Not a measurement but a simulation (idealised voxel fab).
This section sets out a process module, namely voxel wiring stack.
It is cross-section cut that appears here, measuring 165 nm in width, its square cells being 5 nm in size.
Notation: cross-section as square-cell grid; stated in bands, top first, going down; one or more cell rows per band.
The entry gives the band's vertical extent as a top height and a bottom height in nm, then its horizontal make-up as materials from left to right, each with a width in nm. "empty" stands for empty space; a single material marked "edge to edge" fills the band edge to edge.
Beneath 0, the wafer as received is one material, and that level is where height counting begins. The lowest band goes on downward without a bottom; it is written like "top 0, no bottom".
A width given as "30..40" starts at the first number in the band's top row and ends at the second number in its bottom row, shifting by an equal amount at every step from row to row.
You'll sometimes find "left unchanged" written for a step, and that's the way of saying that nowhere in the cross-section did a cell change during that step.
Empty spaces without an open route to the top, at least 8 cells in extent, make up the entry "Trapped cavities"; each is given as width x height at distance, where the distance is measured from the left edge, and all are in nm.
Post-settings text on a step line: simulator's own remark regarding the step.
overlay nm: on a step with a mask, how far right of its planned place the mask lay; negative means left.
**Steps in the process plan**
1) RECEIVE with material Si
2) CONFORMAL_DEP with material SiO2, thk nm 10
3) CONFORMAL_DEP with material SiCN, thk nm 5
4) DIRECTIONAL_DEP with material SiO2, thk nm 25
5) DIRECTIONAL_DEP with material aC, thk nm 10
6) PATTERN with tone open, mask id METAL_1, material resist, width nm 30, pitch nm 45, thk nm 25, overlay nm 0
7) DIRECTIONAL_ETCH with etch materials aC, depth nm 10
8) STRIP with etch materials resist
9) DIRECTIONAL_ETCH with etch materials SiO2, depth nm 25
10) DIRECTIONAL_ETCH with etch materials SiCN, depth nm 5
11) STRIP with etch materials aC
12) CONFORMAL_DEP with material TiN, thk nm 5
13) FILL_DEP with material W, thk nm 5
14) CMP with height nm 40
15) CONFORMAL_DEP with material SiCN, thk nm 5
16) DIRECTIONAL_DEP with material lowk, thk nm 15
17) DIRECTIONAL_DEP with material aC, thk nm 15
18) PATTERN with tone open, mask id PLUG_1, material resist, width nm 15, pitch nm 90, thk nm 35, overlay nm 0
19) DIRECTIONAL_ETCH with etch materials aC, depth nm 15
20) STRIP with etch materials resist
21) DIRECTIONAL_ETCH with etch materials lowk, depth nm 15
22) DIRECTIONAL_ETCH with etch materials SiCN, depth nm 5
23) STRIP with etch materials aC
24) EPI with material Ru, thk nm 10
25) EPI with material Ru, thk nm 10
26) DIRECTIONAL_DEP with material TiN, thk nm 5
27) DIRECTIONAL_DEP with material W, thk nm 25
28) MASKED_ETCH with tone cover, mask id METAL_2, width nm 30, pitch nm 45, etch materials W, depth nm 25, overlay nm 0
29) MASKED_ETCH with tone cover, mask id METAL_2, width nm 30, pitch nm 45, etch materials TiN, depth nm 5, overlay nm 0
30) CONFORMAL_DEP with material SiCN, thk nm 5
31) FILL_DEP with material SiO2, thk nm 5
32) CMP with height nm 90
33) CONFORMAL_DEP with material SiCN, thk nm 5
34) DIRECTIONAL_DEP with material lowk, thk nm 25
35) DIRECTIONAL_DEP with material aC, thk nm 15
36) PATTERN with tone open, mask id METAL_3_HOLES, material resist, width nm 15, pitch nm 45, thk nm 35, overlay nm 0
37) DIRECTIONAL_ETCH with etch materials aC, depth nm 15
38) STRIP with etch materials resist
39) DIRECTIONAL_ETCH with etch materials lowk, depth nm 25
40) STRIP with etch materials aC
41) PATTERN with tone open, mask id METAL_3, material resist, width nm 30, pitch nm 45, thk nm 15, overlay nm 0
42) DIRECTIONAL_ETCH with etch materials lowk, depth nm 15
43) DIRECTIONAL_ETCH with etch materials SiCN, depth nm 5
44) STRIP with etch materials resist
45) CONFORMAL_DEP with material TiN, thk nm 5
46) FILL_DEP with material Cu, thk nm 5
47) CMP with height nm 120
48) CONFORMAL_DEP with material SiCN, thk nm 5
**The first wafer of two, processed as planned**
**Wafer cross-section on receipt, i.e. after step 1**
> top 0, no bottom  Si edge to edge
> Trapped cavities: none
**Wafer xsec, post step 2**
> top 10, bottom 0  SiO2 edge to edge
> Below 0, no change.
**Wafer xsec, post step 3**
> top 15, bottom 10  SiCN edge to edge
> Below 10, no change.
**Wafer xsec, post step 4**
> top 40, bottom 15  SiO2 edge to edge
> Below 15, no change.
**Wafer xsec, post step 5**
> top 50, bottom 40  aC edge to edge
> Below 40, no change.
**Wafer xsec, post step 6**
> top 75, bottom 50  resist (20) / empty (30) / resist (15) / empty (30) / resist (15) / empty (30) / resist (25)
> Below 50, no change.
**Wafer xsec, post step 7**
> top 65, bottom 50  resist (20) / empty (30) / resist (15) / empty (30) / resist (15) / empty (30) / resist (25)
> top 50, bottom 40  aC (20) / empty (30) / aC (15) / empty (30) / aC (15) / empty (30) / aC (25)
> Below 40, no change.
**Wafer xsec, post step 8**
> top 50, bottom 40  aC (20) / empty (30) / aC (15) / empty (30) / aC (15) / empty (30) / aC (25)
> Below 40, no change.
**Wafer xsec, post step 9**
> top 50, bottom 40  aC (20) / empty (30) / aC (15) / empty (30) / aC (15) / empty (30) / aC (25)
> top 40, bottom 15  SiO2 (20) / empty (30) / SiO2 (15) / empty (30) / SiO2 (15) / empty (30) / SiO2 (25)
> Below 15, no change.
**Wafer xsec, post step 10**
> top 50, bottom 40  aC (20) / empty (30) / aC (15) / empty (30) / aC (15) / empty (30) / aC (25)
> top 40, bottom 15  SiO2 (20) / empty (30) / SiO2 (15) / empty (30) / SiO2 (15) / empty (30) / SiO2 (25)
> top 15, bottom 10  SiCN (20) / empty (30) / SiCN (15) / empty (30) / SiCN (15) / empty (30) / SiCN (25)
> Below 10, no change.
**Wafer xsec, post step 11**
> top 40, bottom 15  SiO2 (20) / empty (30) / SiO2 (15) / empty (30) / SiO2 (15) / empty (30) / SiO2 (25)
> Below 15, no change.
**Wafer xsec, post step 12**
> top 45, bottom 40  TiN (25) / empty (20) / TiN (25) / empty (20) / TiN (25) / empty (20) / TiN (30)
> top 40, bottom 15  SiO2 (20) / TiN (5) / empty (20) / TiN (5) / SiO2 (15) / TiN (5) / empty (20) / TiN (5) / SiO2 (15) / TiN (5) / empty (20) / TiN (5) / SiO2 (25)
> top 15, bottom 10  SiCN (20) / TiN (30) / SiCN (15) / TiN (30) / SiCN (15) / TiN (30) / SiCN (25)
> Below 10, no change.
**Wafer xsec, post step 13**
> top 50, bottom 45  W edge to edge
> top 45, bottom 40  TiN (25) / W (20) / TiN (25) / W (20) / TiN (25) / W (20) / TiN (30)
> top 40, bottom 15  SiO2 (20) / TiN (5) / W (20) / TiN (5) / SiO2 (15) / TiN (5) / W (20) / TiN (5) / SiO2 (15) / TiN (5) / W (20) / TiN (5) / SiO2 (25)
> Below 15, no change.
**Wafer xsec, post step 14**
> top 40, bottom 15  SiO2 (20) / TiN (5) / W (20) / TiN (5) / SiO2 (15) / TiN (5) / W (20) / TiN (5) / SiO2 (15) / TiN (5) / W (20) / TiN (5) / SiO2 (25)
> Below 15, no change.
**Wafer xsec, post step 15**
> top 45, bottom 40  SiCN edge to edge
> Below 40, no change.
**Wafer xsec, post step 16**
> top 60, bottom 45  lowk edge to edge
> Below 45, no change.
**Wafer xsec, post step 17**
> top 75, bottom 60  aC edge to edge
> Below 60, no change.
**Wafer xsec, post step 18**
> top 110, bottom 75  resist (20) / empty (15) / resist (75) / empty (15) / resist (40)
> Below 75, no change.
**Wafer xsec, post step 19**
> top 95, bottom 75  resist (20) / empty (15) / resist (75) / empty (15) / resist (40)
> top 75, bottom 60  aC (20) / empty (15) / aC (75) / empty (15) / aC (40)
> Below 60, no change.
**Wafer xsec, post step 20**
> top 75, bottom 60  aC (20) / empty (15) / aC (75) / empty (15) / aC (40)
> Below 60, no change.
**Wafer xsec, post step 21**
> top 75, bottom 60  aC (20) / empty (15) / aC (75) / empty (15) / aC (40)
> top 60, bottom 45  lowk (20) / empty (15) / lowk (75) / empty (15) / lowk (40)
> Below 45, no change.
**Wafer xsec, post step 22**
> top 75, bottom 60  aC (20) / empty (15) / aC (75) / empty (15) / aC (40)
> top 60, bottom 45  lowk (20) / empty (15) / lowk (75) / empty (15) / lowk (40)
> top 45, bottom 40  SiCN (20) / empty (15) / SiCN (75) / empty (15) / SiCN (40)
> Below 40, no change.
**Wafer xsec, post step 23**
> top 60, bottom 45  lowk (20) / empty (15) / lowk (75) / empty (15) / lowk (40)
> Below 45, no change.
**Wafer xsec, post step 24**
> top 60, bottom 50  lowk (20) / empty (15) / lowk (75) / empty (15) / lowk (40)
> top 50, bottom 45  lowk (20) / Ru (15) / lowk (75) / Ru (15) / lowk (40)
> top 45, bottom 40  SiCN (20) / Ru (15) / SiCN (75) / Ru (15) / SiCN (40)
> Below 40, no change.
**Wafer xsec, post step 25**
> top 60, bottom 45  lowk (20) / Ru (15) / lowk (75) / Ru (15) / lowk (40)
> Below 45, no change.
**Wafer xsec, post step 26**
> top 65, bottom 60  TiN edge to edge
> Below 60, no change.
**Wafer xsec, post step 27**
> top 90, bottom 65  W edge to edge
> Below 65, no change.
**Wafer xsec, post step 28**
> top 90, bottom 65  empty (20) / W (30) / empty (15) / W (30) / empty (15) / W (30) / empty (25)
> Below 65, no change.
**Wafer xsec, post step 29**
> top 90, bottom 65  empty (20) / W (30) / empty (15) / W (30) / empty (15) / W (30) / empty (25)
> top 65, bottom 60  empty (20) / TiN (30) / empty (15) / TiN (30) / empty (15) / TiN (30) / empty (25)
> Below 60, no change.
**Wafer xsec, post step 30**
> top 95, bottom 90  empty (15) / SiCN (40) / empty (5) / SiCN (40) / empty (5) / SiCN (40) / empty (20)
> top 90, bottom 65  empty (15) / SiCN (5) / W (30) / SiCN (5) / empty (5) / SiCN (5) / W (30) / SiCN (5) / empty (5) / SiCN (5) / W (30) / SiCN (5) / empty (20)
> top 65, bottom 60  SiCN (20) / TiN (30) / SiCN (15) / TiN (30) / SiCN (15) / TiN (30) / SiCN (25)
> Below 60, no change.
**Wafer xsec, post step 31**
> top 100, bottom 95  SiO2 edge to edge
> top 95, bottom 90  SiO2 (15) / SiCN (40) / SiO2 (5) / SiCN (40) / SiO2 (5) / SiCN (40) / SiO2 (20)
> top 90, bottom 65  SiO2 (15) / SiCN (5) / W (30) / SiCN (5) / SiO2 (5) / SiCN (5) / W (30) / SiCN (5) / SiO2 (5) / SiCN (5) / W (30) / SiCN (5) / SiO2 (20)
> Below 65, no change.
**Wafer xsec, post step 32**
> top 90, bottom 65  SiO2 (15) / SiCN (5) / W (30) / SiCN (5) / SiO2 (5) / SiCN (5) / W (30) / SiCN (5) / SiO2 (5) / SiCN (5) / W (30) / SiCN (5) / SiO2 (20)
> Below 65, no change.
**Wafer xsec, post step 33**
> top 95, bottom 90  SiCN edge to edge
> Below 90, no change.
**Wafer xsec, post step 34**
> top 120, bottom 95  lowk edge to edge
> Below 95, no change.
**Wafer xsec, post step 35**
> top 135, bottom 120  aC edge to edge
> Below 120, no change.
**Wafer xsec, post step 36**
> top 170, bottom 135  resist (20) / empty (15) / resist (30) / empty (15) / resist (30) / empty (15) / resist (40)
> Below 135, no change.
**Wafer xsec, post step 37**
> top 155, bottom 135  resist (20) / empty (15) / resist (30) / empty (15) / resist (30) / empty (15) / resist (40)
> top 135, bottom 120  aC (20) / empty (15) / aC (30) / empty (15) / aC (30) / empty (15) / aC (40)
> Below 120, no change.
**Wafer xsec, post step 38**
> top 135, bottom 120  aC (20) / empty (15) / aC (30) / empty (15) / aC (30) / empty (15) / aC (40)
> Below 120, no change.
**Wafer xsec, post step 39**
> top 135, bottom 120  aC (20) / empty (15) / aC (30) / empty (15) / aC (30) / empty (15) / aC (40)
> top 120, bottom 95  lowk (20) / empty (15) / lowk (30) / empty (15) / lowk (30) / empty (15) / lowk (40)
> Below 95, no change.
**Wafer xsec, post step 40**
> top 120, bottom 95  lowk (20) / empty (15) / lowk (30) / empty (15) / lowk (30) / empty (15) / lowk (40)
> Below 95, no change.
**Wafer xsec, post step 41**
> top 135, bottom 120  resist (20) / empty (30) / resist (15) / empty (30) / resist (15) / empty (30) / resist (25)
> Below 120, no change.
**Wafer xsec, post step 42**
> top 135, bottom 120  resist (20) / empty (30) / resist (15) / empty (30) / resist (15) / empty (30) / resist (25)
> top 120, bottom 105  lowk (20) / empty (30) / lowk (15) / empty (30) / lowk (15) / empty (30) / lowk (25)
> Below 105, no change.
**Wafer xsec, post step 43**
> top 135, bottom 120  resist (20) / empty (30) / resist (15) / empty (30) / resist (15) / empty (30) / resist (25)
> top 120, bottom 105  lowk (20) / empty (30) / lowk (15) / empty (30) / lowk (15) / empty (30) / lowk (25)
> top 105, bottom 95  lowk (20) / empty (15) / lowk (30) / empty (15) / lowk (30) / empty (15) / lowk (40)
> top 95, bottom 90  SiCN (20) / empty (15) / SiCN (30) / empty (15) / SiCN (30) / empty (15) / SiCN (40)
> Below 90, no change.
**Wafer xsec, post step 44**
> top 120, bottom 105  lowk (20) / empty (30) / lowk (15) / empty (30) / lowk (15) / empty (30) / lowk (25)
> Below 105, no change.
**Wafer xsec, post step 45**
> top 125, bottom 120  TiN (25) / empty (20) / TiN (25) / empty (20) / TiN (25) / empty (20) / TiN (30)
> top 120, bottom 110  lowk (20) / TiN (5) / empty (20) / TiN (5) / lowk (15) / TiN (5) / empty (20) / TiN (5) / lowk (15) / TiN (5) / empty (20) / TiN (5) / lowk (25)
> top 110, bottom 105  lowk (20) / TiN (5) / empty (5) / TiN (20) / lowk (15) / TiN (5) / empty (5) / TiN (20) / lowk (15) / TiN (5) / empty (5) / TiN (20) / lowk (25)
> top 105, bottom 95  lowk (20) / TiN (5) / empty (5) / TiN (5) / lowk (30) / TiN (5) / empty (5) / TiN (5) / lowk (30) / TiN (5) / empty (5) / TiN (5) / lowk (40)
> top 95, bottom 90  SiCN (20) / TiN (15) / SiCN (30) / TiN (15) / SiCN (30) / TiN (15) / SiCN (40)
> Below 90, no change.
**Wafer xsec, post step 46**
> top 130, bottom 125  Cu edge to edge
> top 125, bottom 120  TiN (25) / Cu (20) / TiN (25) / Cu (20) / TiN (25) / Cu (20) / TiN (30)
> top 120, bottom 110  lowk (20) / TiN (5) / Cu (20) / TiN (5) / lowk (15) / TiN (5) / Cu (20) / TiN (5) / lowk (15) / TiN (5) / Cu (20) / TiN (5) / lowk (25)
> top 110, bottom 105  lowk (20) / TiN (5) / Cu (5) / TiN (20) / lowk (15) / TiN (5) / Cu (5) / TiN (20) / lowk (15) / TiN (5) / Cu (5) / TiN (20) / lowk (25)
> top 105, bottom 95  lowk (20) / TiN (5) / Cu (5) / TiN (5) / lowk (30) / TiN (5) / Cu (5) / TiN (5) / lowk (30) / TiN (5) / Cu (5) / TiN (5) / lowk (40)
> Below 95, no change.
**Wafer xsec, post step 47**
> top 120, bottom 110  lowk (20) / TiN (5) / Cu (20) / TiN (5) / lowk (15) / TiN (5) / Cu (20) / TiN (5) / lowk (15) / TiN (5) / Cu (20) / TiN (5) / lowk (25)
> Below 110, no change.
**Wafer xsec, post step 48**
> top 125, bottom 120  SiCN edge to edge
> Below 120, no change.
**Second wafer - shared start and plan with the first - one error in running - same as the first up to step 15 inclusive**
**Second wafer, cross-section, planned end of step 16**
> top 75, bottom 45  lowk edge to edge
> Below 45, no change.
**Second wafer, cross-section, planned end of step 17**
> top 90, bottom 75  aC edge to edge
> Below 75, no change.
**Second wafer, cross-section, planned end of step 18**
> top 125, bottom 90  resist (20) / empty (15) / resist (75) / empty (15) / resist (40)
> Below 90, no change.
**Second wafer, cross-section, planned end of step 19**
> top 110, bottom 90  resist (20) / empty (15) / resist (75) / empty (15) / resist (40)
> top 90, bottom 75  aC (20) / empty (15) / aC (75) / empty (15) / aC (40)
> Below 75, no change.
**Second wafer, cross-section, planned end of step 20**
> top 90, bottom 75  aC (20) / empty (15) / aC (75) / empty (15) / aC (40)
> Below 75, no change.
**Second wafer, cross-section, planned end of step 21**
> top 90, bottom 75  aC (20) / empty (15) / aC (75) / empty (15) / aC (40)
> top 75, bottom 60  lowk (20) / empty (15) / lowk (75) / empty (15) / lowk (40)
> Below 60, no change.
Second wafer, cross-section, planned end of step 22: left unchanged
**Second wafer, cross-section, planned end of step 23**
> top 75, bottom 60  lowk (20) / empty (15) / lowk (75) / empty (15) / lowk (40)
> Below 60, no change.
Second wafer, cross-section, planned end of step 24: left unchanged
Second wafer, cross-section, planned end of step 25: left unchanged
**Second wafer, cross-section, planned end of step 26**
> top 80, bottom 75  TiN (20) / empty (15) / TiN (75) / empty (15) / TiN (40)
> top 75, bottom 65  lowk (20) / empty (15) / lowk (75) / empty (15) / lowk (40)
> top 65, bottom 60  lowk (20) / TiN (15) / lowk (75) / TiN (15) / lowk (40)
> Below 60, no change.
**Second wafer, cross-section, planned end of step 27**
> top 105, bottom 90  W (20) / empty (15) / W (75) / empty (15) / W (40)
> top 90, bottom 80  W edge to edge
> top 80, bottom 75  TiN (20) / W (15) / TiN (75) / W (15) / TiN (40)
> top 75, bottom 65  lowk (20) / W (15) / lowk (75) / W (15) / lowk (40)
> Below 65, no change.
**Second wafer, cross-section, planned end of step 28**
> top 105, bottom 90  empty (35) / W (15) / empty (15) / W (30) / empty (30) / W (15) / empty (25)
> top 90, bottom 80  empty (20) / W (30) / empty (15) / W (30) / empty (15) / W (30) / empty (25)
> Below 80, no change.
**Second wafer, cross-section, planned end of step 29**
> top 105, bottom 90  empty (35) / W (15) / empty (15) / W (30) / empty (30) / W (15) / empty (25)
> top 90, bottom 80  empty (20) / W (30) / empty (15) / W (30) / empty (15) / W (30) / empty (25)
> top 80, bottom 75  empty (20) / W (15) / TiN (15) / empty (15) / TiN (30) / empty (15) / W (15) / TiN (15) / empty (25)
> Below 75, no change.
**Second wafer, cross-section, planned end of step 30**
> top 110, bottom 105  empty (30) / SiCN (25) / empty (5) / SiCN (40) / empty (20) / SiCN (25) / empty (20)
> top 105, bottom 95  empty (30) / SiCN (5) / W (15) / SiCN (5) / empty (5) / SiCN (5) / W (30) / SiCN (5) / empty (20) / SiCN (5) / W (15) / SiCN (5) / empty (20)
> top 95, bottom 90  empty (15) / SiCN (20) / W (15) / SiCN (5) / empty (5) / SiCN (5) / W (30) / SiCN (5) / empty (5) / SiCN (20) / W (15) / SiCN (5) / empty (20)
> top 90, bottom 80  empty (15) / SiCN (5) / W (30) / SiCN (5) / empty (5) / SiCN (5) / W (30) / SiCN (5) / empty (5) / SiCN (5) / W (30) / SiCN (5) / empty (20)
> top 80, bottom 75  SiCN (20) / W (15) / TiN (15) / SiCN (15) / TiN (30) / SiCN (15) / W (15) / TiN (15) / SiCN (25)
> Below 75, no change.
**Second wafer, cross-section, planned end of step 31**
> top 115, bottom 110  SiO2 edge to edge
> top 110, bottom 105  SiO2 (30) / SiCN (25) / SiO2 (5) / SiCN (40) / SiO2 (20) / SiCN (25) / SiO2 (20)
> top 105, bottom 95  SiO2 (30) / SiCN (5) / W (15) / SiCN (5) / SiO2 (5) / SiCN (5) / W (30) / SiCN (5) / SiO2 (20) / SiCN (5) / W (15) / SiCN (5) / SiO2 (20)
> top 95, bottom 90  SiO2 (15) / SiCN (20) / W (15) / SiCN (5) / SiO2 (5) / SiCN (5) / W (30) / SiCN (5) / SiO2 (5) / SiCN (20) / W (15) / SiCN (5) / SiO2 (20)
> top 90, bottom 80  SiO2 (15) / SiCN (5) / W (30) / SiCN (5) / SiO2 (5) / SiCN (5) / W (30) / SiCN (5) / SiO2 (5) / SiCN (5) / W (30) / SiCN (5) / SiO2 (20)
> Below 80, no change.
**Second wafer, cross-section, planned end of step 32**
> top 90, bottom 80  SiO2 (15) / SiCN (5) / W (30) / SiCN (5) / SiO2 (5) / SiCN (5) / W (30) / SiCN (5) / SiO2 (5) / SiCN (5) / W (30) / SiCN (5) / SiO2 (20)
> Below 80, no change.
**Second wafer, cross-section, planned end of step 33**
> top 95, bottom 90  SiCN edge to edge
> Below 90, no change.
**Second wafer, cross-section, planned end of step 34**
> top 120, bottom 95  lowk edge to edge
> Below 95, no change.
**Second wafer, cross-section, planned end of step 35**
> top 135, bottom 120  aC edge to edge
> Below 120, no change.
**Second wafer, cross-section, planned end of step 36**
> top 170, bottom 135  resist (20) / empty (15) / resist (30) / empty (15) / resist (30) / empty (15) / resist (40)
> Below 135, no change.
**Second wafer, cross-section, planned end of step 37**
> top 155, bottom 135  resist (20) / empty (15) / resist (30) / empty (15) / resist (30) / empty (15) / resist (40)
> top 135, bottom 120  aC (20) / empty (15) / aC (30) / empty (15) / aC (30) / empty (15) / aC (40)
> Below 120, no change.
**Second wafer, cross-section, planned end of step 38**
> top 135, bottom 120  aC (20) / empty (15) / aC (30) / empty (15) / aC (30) / empty (15) / aC (40)
> Below 120, no change.
**Second wafer, cross-section, planned end of step 39**
> top 135, bottom 120  aC (20) / empty (15) / aC (30) / empty (15) / aC (30) / empty (15) / aC (40)
> top 120, bottom 95  lowk (20) / empty (15) / lowk (30) / empty (15) / lowk (30) / empty (15) / lowk (40)
> Below 95, no change.
**Second wafer, cross-section, planned end of step 40**
> top 120, bottom 95  lowk (20) / empty (15) / lowk (30) / empty (15) / lowk (30) / empty (15) / lowk (40)
> Below 95, no change.
**Second wafer, cross-section, planned end of step 41**
> top 135, bottom 120  resist (20) / empty (30) / resist (15) / empty (30) / resist (15) / empty (30) / resist (25)
> Below 120, no change.
**Second wafer, cross-section, planned end of step 42**
> top 135, bottom 120  resist (20) / empty (30) / resist (15) / empty (30) / resist (15) / empty (30) / resist (25)
> top 120, bottom 105  lowk (20) / empty (30) / lowk (15) / empty (30) / lowk (15) / empty (30) / lowk (25)
> Below 105, no change.
**Second wafer, cross-section, planned end of step 43**
> top 135, bottom 120  resist (20) / empty (30) / resist (15) / empty (30) / resist (15) / empty (30) / resist (25)
> top 120, bottom 105  lowk (20) / empty (30) / lowk (15) / empty (30) / lowk (15) / empty (30) / lowk (25)
> top 105, bottom 95  lowk (20) / empty (15) / lowk (30) / empty (15) / lowk (30) / empty (15) / lowk (40)
> top 95, bottom 90  SiCN (20) / empty (15) / SiCN (30) / empty (15) / SiCN (30) / empty (15) / SiCN (40)
> Below 90, no change.
**Second wafer, cross-section, planned end of step 44**
> top 120, bottom 105  lowk (20) / empty (30) / lowk (15) / empty (30) / lowk (15) / empty (30) / lowk (25)
> Below 105, no change.
**Second wafer, cross-section, planned end of step 45**
> top 125, bottom 120  TiN (25) / empty (20) / TiN (25) / empty (20) / TiN (25) / empty (20) / TiN (30)
> top 120, bottom 110  lowk (20) / TiN (5) / empty (20) / TiN (5) / lowk (15) / TiN (5) / empty (20) / TiN (5) / lowk (15) / TiN (5) / empty (20) / TiN (5) / lowk (25)
> top 110, bottom 105  lowk (20) / TiN (5) / empty (5) / TiN (20) / lowk (15) / TiN (5) / empty (5) / TiN (20) / lowk (15) / TiN (5) / empty (5) / TiN (20) / lowk (25)
> top 105, bottom 95  lowk (20) / TiN (5) / empty (5) / TiN (5) / lowk (30) / TiN (5) / empty (5) / TiN (5) / lowk (30) / TiN (5) / empty (5) / TiN (5) / lowk (40)
> top 95, bottom 90  SiCN (20) / TiN (15) / SiCN (30) / TiN (15) / SiCN (30) / TiN (15) / SiCN (40)
> Below 90, no change.
**Second wafer, cross-section, planned end of step 46**
> top 130, bottom 125  Cu edge to edge
> top 125, bottom 120  TiN (25) / Cu (20) / TiN (25) / Cu (20) / TiN (25) / Cu (20) / TiN (30)
> top 120, bottom 110  lowk (20) / TiN (5) / Cu (20) / TiN (5) / lowk (15) / TiN (5) / Cu (20) / TiN (5) / lowk (15) / TiN (5) / Cu (20) / TiN (5) / lowk (25)
> top 110, bottom 105  lowk (20) / TiN (5) / Cu (5) / TiN (20) / lowk (15) / TiN (5) / Cu (5) / TiN (20) / lowk (15) / TiN (5) / Cu (5) / TiN (20) / lowk (25)
> top 105, bottom 95  lowk (20) / TiN (5) / Cu (5) / TiN (5) / lowk (30) / TiN (5) / Cu (5) / TiN (5) / lowk (30) / TiN (5) / Cu (5) / TiN (5) / lowk (40)
> Below 95, no change.
**Second wafer, cross-section, planned end of step 47**
> top 120, bottom 110  lowk (20) / TiN (5) / Cu (20) / TiN (5) / lowk (15) / TiN (5) / Cu (20) / TiN (5) / lowk (15) / TiN (5) / Cu (20) / TiN (5) / lowk (25)
> Below 110, no change.
**Second wafer, cross-section, planned end of step 48**
> top 125, bottom 120  SiCN edge to edge
> Below 120, no change.
what went wrong: plan step 16 ran twice
Final difference in cells, second wafer against first, listed per material as more or fewer: Ru: 24 fewer | SiCN: 12 fewer | SiO2: 27 fewer | W: 36 fewer | lowk: 99 more
